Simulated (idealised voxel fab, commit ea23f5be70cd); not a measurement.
Herein follows the process module entitled voxel wiring stack.
cross-section cut | 195 nm wide | cells 5 nm
Think of the cross-section as a grid of square cells. We describe it in bands, top to bottom, and each band covers one or more rows of those cells.
Each band's line starts with the height of the band's top and of its bottom, in nm. Then come its materials from left to right, each with its width in nm. One material with "all across" fills the band from edge to edge. "blank" is empty space.
Height reference: 0 = level under which incoming wafer is all one material. Lowest band: no bottom, runs on downward, e.g. "top 0, no bottom".
The expression "30..40" gives the width at the extremes of the band, the first number at its top row of cells and the second at its bottom row, with the width changing by equal amounts from each row to the next in between.
Key: "nothing different" - step with no changed cell in the cross-section.
In the "Completely sealed voids" entry, you get each enclosed empty space of 8 cells or more, one with no open way to the top, written width x height at distance, distance from the left edge, in nm.
Text after the settings on a step's line: the simulator's own remark on that step.
Steps that use a mask can have "overlay nm" on their line. It says how far the mask sat to the right of where it was meant to be. Negative means to the left.

**List of planned process steps**
1: op RECEIVE | material Si
2: op CONFORMAL_DEP | material SiO2 | thk nm 15
3: op CONFORMAL_DEP | material SiN | thk nm 5
4: op DIRECTIONAL_DEP | material lowk | thk nm 25
5: op DIRECTIONAL_DEP | material aC | thk nm 15
6: op PATTERN | tone open | mask id METAL_1 | material resist | width nm 25 | pitch nm 55 | thk nm 35 | overlay nm 0
7: op DIRECTIONAL_ETCH | etch materials aC | depth nm 15
8: op STRIP | etch materials resist
9: op DIRECTIONAL_ETCH | etch materials lowk | depth nm 25
10: op DIRECTIONAL_ETCH | etch materials SiN | depth nm 5
11: op STRIP | etch materials aC
12: op CONFORMAL_DEP | material TiN | thk nm 5
13: op FILL_DEP | material Ru | thk nm 5
14: op CMP | height nm 45
15: op CONFORMAL_DEP | material SiCN | thk nm 5
16: op DIRECTIONAL_DEP | material SiO2 | thk nm 30
17: op PATTERN | tone open | mask id METAL_2 | material resist | width nm 25 | pitch nm 55 | thk nm 15 | overlay nm 0
18: op DIRECTIONAL_ETCH | etch materials SiO2 | depth nm 20
19: op STRIP | etch materials resist
20: op DIRECTIONAL_DEP | material aC | thk nm 15
21: op PATTERN | tone open | mask id METAL_2_HOLES | material resist | width nm 15 | pitch nm 55 | thk nm 35 | overlay nm 0
22: op DIRECTIONAL_ETCH | etch materials aC | depth nm 15
23: op STRIP | etch materials resist
24: op DIRECTIONAL_ETCH | etch materials SiO2 | depth nm 10
25: op DIRECTIONAL_ETCH | etch materials SiCN | depth nm 5
26: op STRIP | etch materials aC
27: op CONFORMAL_DEP | material TiN | thk nm 5
28: op FILL_DEP | material Cu | thk nm 5
29: op CMP | height nm 80
30: op CONFORMAL_DEP | material SiCN | thk nm 5
31: op DIRECTIONAL_DEP | material SiO2 | thk nm 35
32: op PATTERN | tone open | mask id METAL_3_HOLES | material resist | width nm 15 | thk nm 20 | overlay nm 0
33: op DIRECTIONAL_ETCH | etch materials SiO2 | depth nm 35
34: op STRIP | etch materials resist
35: op DIRECTIONAL_DEP | material aC | thk nm 15
36: op PATTERN | tone open | mask id METAL_3 | material resist | width nm 25 | pitch nm 55 | thk nm 35 | overlay nm 0
37: op DIRECTIONAL_ETCH | etch materials aC | depth nm 15
38: op STRIP | etch materials resist
39: op DIRECTIONAL_ETCH | etch materials SiO2 | depth nm 20
40: op DIRECTIONAL_ETCH | etch materials SiCN | depth nm 5
41: op STRIP | etch materials aC
42: op CONFORMAL_DEP | material TiN | thk nm 5
43: op FILL_DEP | material Cu | thk nm 10
44: op CMP | height nm 120
45: op CONFORMAL_DEP | material SiCN | thk nm 5

**The cross-section here shows the wafer as received, i.e. in its state after step 1**
* top 0, no bottom: Si all across
* Completely sealed voids: none

**Cross-section at module end, one run error; start and plan unchanged from above**
* top 125, bottom 120: SiCN all across
* top 120, bottom 105: SiO2: 55; TiN: 5; Cu: 15; TiN: 5; SiO2: 30; TiN: 5; Cu: 15; TiN: 5; SiO2: 60
* top 105, bottom 100: SiO2: 55; TiN: 5; Cu: 5; TiN: 15; SiO2: 30; TiN: 25; SiO2: 60
* top 100, bottom 85: SiO2: 55; TiN: 5; Cu: 5; TiN: 5; SiO2: 125
* top 85, bottom 80: SiCN: 55; TiN: 15; SiCN: 125
* top 80, bottom 65: SiO2: 55; TiN: 5; Cu: 15; TiN: 5; SiO2: 30; TiN: 5; Cu: 15; TiN: 5; SiO2: 60
* top 65, bottom 60: SiO2: 55; TiN: 5; Cu: 5; TiN: 15; SiO2: 30; TiN: 5; Cu: 5; TiN: 15; SiO2: 60
* top 60, bottom 50: SiO2: 55; TiN: 5; Cu: 5; TiN: 5; SiO2: 40; TiN: 5; Cu: 5; TiN: 5; SiO2: 70
* top 50, bottom 45: SiCN: 55; TiN: 15; SiCN: 40; TiN: 15; SiCN: 70
* top 45, bottom 25: lowk: 55; TiN: 5; Ru: 15; TiN: 5; lowk: 30; TiN: 5; Ru: 15; TiN: 5; lowk: 60
* top 25, bottom 20: lowk: 55; TiN: 25; lowk: 30; TiN: 25; lowk: 60
* top 20, bottom 5: SiO2 all across
* top 5, bottom 0: SiN all across
* top 0, no bottom: Si all across
* Completely sealed voids: none
Deviation noted in wafer processing: the processing plan was not followed for steps 2 and 3, which were run with their positions exchanged
